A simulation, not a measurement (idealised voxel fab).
process module | voxel self aligned contacts
cross-section cut | 270 nm wide | cells 5 nm
A cross-section is a grid of square cells, given in bands from the top down. A band is one or more rows of cells.
Each band's line starts with the height of the band's top and of its bottom, in nm. Then come its materials from left to right, each with its width in nm. One material with "throughout" fills the band from edge to edge. "air" is empty space.
Height 0 is the level under which the wafer as received is all one material. The lowest band goes on downwards, as in "0 down".
A width such as "30 to 40" changes by the same amount from each row of cells to the next, from the band's top row to its bottom row.
"no change" after a step means that no cell of the cross-section changed.
closed voids: empty space of 8 cells or more with no open way to the top, each as width x height at its distance from the left edge, in nm
after a step's settings: what the simulator itself notes on the step
overlay nm, on a step with a mask: how far to the right of its planned place the mask lay; to the left if negative
plan
1 op RECEIVE | material Si
2 op CONFORMAL_DEP | material SiO2 | thk nm 5
3 op DIRECTIONAL_DEP | material polySi | thk nm 25
4 op DIRECTIONAL_DEP | material SiN | thk nm 25
5 op MASKED_ETCH | tone cover | mask id GATE | width nm 30 | pitch nm 70 | etch materials SiN | depth nm 25 | overlay nm 0
6 op MASKED_ETCH | tone cover | mask id GATE | width nm 30 | pitch nm 70 | etch materials polySi | depth nm 25 | overlay nm 0
7 op CONFORMAL_DEP | material SiN | thk nm 10
8 op DIRECTIONAL_ETCH | etch materials SiN | depth nm 10
9 op FILL_DEP | material SiO2 | thk nm 15
10 op CMP | height nm 65
11 op MASKED_ETCH | tone open | mask id CONTACT | width nm 50 | pitch nm 70 | etch materials SiO2 | depth nm 65 | overlay nm 0
12 op CONFORMAL_DEP | material TiN | thk nm 5
13 op FILL_DEP | material W | thk nm 5
14 op CMP | height nm 65
15 op CONFORMAL_DEP | material SiN | thk nm 5
as received, after step 1
  0 down: Si throughout
  closed voids: none
first wafer at the end, as planned
  70 to 65: SiN throughout
  65 to 55: SiO2 75 | TiN 5 to 20 | W 40 to 10 | TiN 5 to 20 | SiO2 20 | TiN 5 to 20 | W 40 to 10 | TiN 5 to 20 | SiO2 75
  55 to 30: SiO2 40 | SiN 50 | TiN 5 | W 10 | TiN 5 | SiN 50 | TiN 5 | W 10 | TiN 5 | SiN 50 | SiO2 40
  30 to 5: SiO2 40 | SiN 10 | polySi 30 | SiN 10 | TiN 5 | W 10 | TiN 5 | SiN 10 | polySi 30 | SiN 10 | TiN 5 | W 10 | TiN 5 | SiN 10 | polySi 30 | SiN 10 | SiO2 40
  5 to 0: SiO2 90 | TiN 20 | SiO2 50 | TiN 20 | SiO2 90
  0 down: Si throughout
  closed voids: none
second wafer at the end: like start, like plan, one mistake
  70 to 65: SiN throughout
  65 to 55: SiO2 75 | TiN 5 to 20 | W 40 to 10 | TiN 5 to 20 | SiO2 20 | TiN 5 to 20 | W 40 to 10 | TiN 5 to 20 | SiO2 75
  55 to 30: SiO2 40 | SiN 50 | TiN 5 | W 10 | TiN 5 | SiN 50 | TiN 5 | W 10 | TiN 5 | SiN 50 | SiO2 40
  30 to 20: SiO2 40 | SiN 10 | polySi 30 | SiN 10 | TiN 5 | W 10 | TiN 5 | SiN 10 | polySi 30 | SiN 10 | TiN 5 | W 10 | TiN 5 | SiN 10 | polySi 30 | SiN 10 | SiO2 40
  20 to 15: SiO2 40 | SiN 10 | polySi 30 | SiN 10 | TiN 20 | SiN 10 | polySi 30 | SiN 10 | TiN 20 | SiN 10 | polySi 30 | SiN 10 | SiO2 40
  15 to 5: SiN 50 | polySi 30 | SiN 40 | polySi 30 | SiN 40 | polySi 30 | SiN 50
  5 to 0: SiO2 throughout
  0 down: Si throughout
  closed voids: none
what went wrong: steps 7 and 8 were swapped
at the end the second wafer has, in cells: 48 more of SiN | 24 fewer of SiO2 | 12 fewer of TiN | 12 fewer of W
